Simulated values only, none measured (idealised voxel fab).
A process module follows: voxel fin reveal.
Xsec cut, 200 nm wide, square cell size 5 nm.
This document writes a cross-section as a grid whose cells are square, and gives it as bands, listed from the top down; one or more rows of cells form a band. Top, bottom (nm), then materials left to right with widths (nm); lone material tagged "all across" fills the whole band edge to edge; "blank" = empty space. Height is counted from the level 0, under which the received wafer is composed throughout of one material. The lowest of the bands is not closed at the bottom but continues downward, in the notation "from 0 down". Top row gets the first number, bottom row gets the second, and each row in between changes by the same step: that is how a band width like "30->40" works. The cross-section has no changed cell in any step marked "nothing altered". What "Enclosed void list" gives you is every empty space of 8 cells or more that is cut off from the top. Each appears as width x height at distance, with the distance taken from the left edge and width, height and distance all in nm. Formally, on a step line, whatever follows the settings is a remark that the simulator itself makes on the step. overlay nm, on a step with a mask: how far to the right of its planned place the mask lay; to the left if negative.
# The process steps that were planned are listed below
step 1: RECEIVE | material Si
step 2: CONFORMAL_DEP | material SiN | thk nm 10
step 3: MASKED_ETCH | tone cover | mask id FINS | width nm 15 | pitch nm 45 | etch materials SiN | depth nm 10 | overlay nm 0
step 4: MASKED_ETCH | tone cover | mask id FINS | width nm 15 | pitch nm 45 | etch materials Si | depth nm 40 | overlay nm 0
step 5: OXIDIZE | depth nm 5
step 6: FILL_DEP | material SiO2 | thk nm 10
step 7: CMP | height nm 10
step 8: SELECTIVE_ETCH | etch materials SiO2 | depth nm 40
step 9: STRIP | etch materials SiN
# first wafer, as planned
# Wafer as received: cross-section following step 1
* from 0 down  Si all across
* Enclosed void list: none
# So this is the wafer cross-section right after step 2
* from 10 to 0  SiN all across
* Rest of section, below 0: as before.
# So this is the wafer cross-section right after step 3
* from 10 to 0  blank 70, SiN 15, blank 30, SiN 15, blank 70
* Rest of section, below 0: as before.
# So this is the wafer cross-section right after step 4
* from 10 to 0  blank 70, SiN 15, blank 30, SiN 15, blank 70
* from 0 to -40  blank 70, Si 15, blank 30, Si 15, blank 70
* Rest of section, below -40: as before.
# So this is the wafer cross-section right after step 5
* from 10 to 0  blank 70, SiN 15, blank 30, SiN 15, blank 70
* from 0 to -40  blank 70, SiO2 5, Si 5, SiO2 5, blank 30, SiO2 5, Si 5, SiO2 5, blank 70
* from -40 to -45  SiO2 75, Si 5, SiO2 40, Si 5, SiO2 75
* Rest of section, below -45: as before.
# So this is the wafer cross-section right after step 6
* from 20 to 10  SiO2 all across
* from 10 to 0  SiO2 70, SiN 15, SiO2 30, SiN 15, SiO2 70
* from 0 to -45  SiO2 75, Si 5, SiO2 40, Si 5, SiO2 75
* Rest of section, below -45: as before.
# So this is the wafer cross-section right after step 7
* from 10 to 0  SiO2 70, SiN 15, SiO2 30, SiN 15, SiO2 70
* Rest of section, below 0: as before.
# So this is the wafer cross-section right after step 8
* from 10 to 0  blank 70, SiN 15, blank 30, SiN 15, blank 70
* from 0 to -30  blank 75, Si 5, blank 40, Si 5, blank 75
* Rest of section, below -30: as before.
# So this is the wafer cross-section right after step 9
* from 0 to -30  blank 75, Si 5, blank 40, Si 5, blank 75
* Rest of section, below -30: as before.
# The second wafer began exactly as the first did and followed the same plan, but one mistake was made while running it; through step 3 inclusive, the two wafers are identical
# The second wafer cut through, at the time step 4 was supposed to be finished
* from 10 to 0  blank 70, SiN 15, blank 30, SiN 15, blank 70
* from 0 to -40  blank 65, Si 20, blank 25, Si 20, blank 70
* Rest of section, below -40: as before.
# The second wafer cut through, at the time step 5 was supposed to be finished
* from 10 to 0  blank 70, SiN 15, blank 30, SiN 15, blank 70
* from 0 to -5  blank 65, SiO2 10, Si 5, SiO2 5, blank 25, SiO2 10, Si 5, SiO2 5, blank 70
* from -5 to -40  blank 65, SiO2 5, Si 10, SiO2 5, blank 25, SiO2 5, Si 10, SiO2 5, blank 70
* from -40 to -45  SiO2 70, Si 10, SiO2 35, Si 10, SiO2 75
* Rest of section, below -45: as before.
# The second wafer cut through, at the time step 6 was supposed to be finished
* from 20 to 10  SiO2 all across
* from 10 to 0  SiO2 70, SiN 15, SiO2 30, SiN 15, SiO2 70
* from 0 to -5  SiO2 75, Si 5, SiO2 40, Si 5, SiO2 75
* from -5 to -45  SiO2 70, Si 10, SiO2 35, Si 10, SiO2 75
* Rest of section, below -45: as before.
# The second wafer cut through, at the time step 7 was supposed to be finished
* from 10 to 0  SiO2 70, SiN 15, SiO2 30, SiN 15, SiO2 70
* Rest of section, below 0: as before.
# The second wafer cut through, at the time step 8 was supposed to be finished
* from 10 to 0  blank 70, SiN 15, blank 30, SiN 15, blank 70
* from 0 to -5  blank 75, Si 5, blank 40, Si 5, blank 75
* from -5 to -30  blank 70, Si 10, blank 35, Si 10, blank 75
* Rest of section, below -30: as before.
# The second wafer cut through, at the time step 9 was supposed to be finished
* from 0 to -5  blank 75, Si 5, blank 40, Si 5, blank 75
* Rest of section, below -5: as before.
Deviation noted in wafer processing: in deviation from the planned setting, step 4 was conducted as MASKED_ETCH | tone cover | mask id FINS | width nm 15 | pitch nm 45 | etch materials Si | depth nm 40 | overlay nm -5
Final wafer comparison in cells, second versus first, more or fewer per material: +16 Si; -6 SiO2
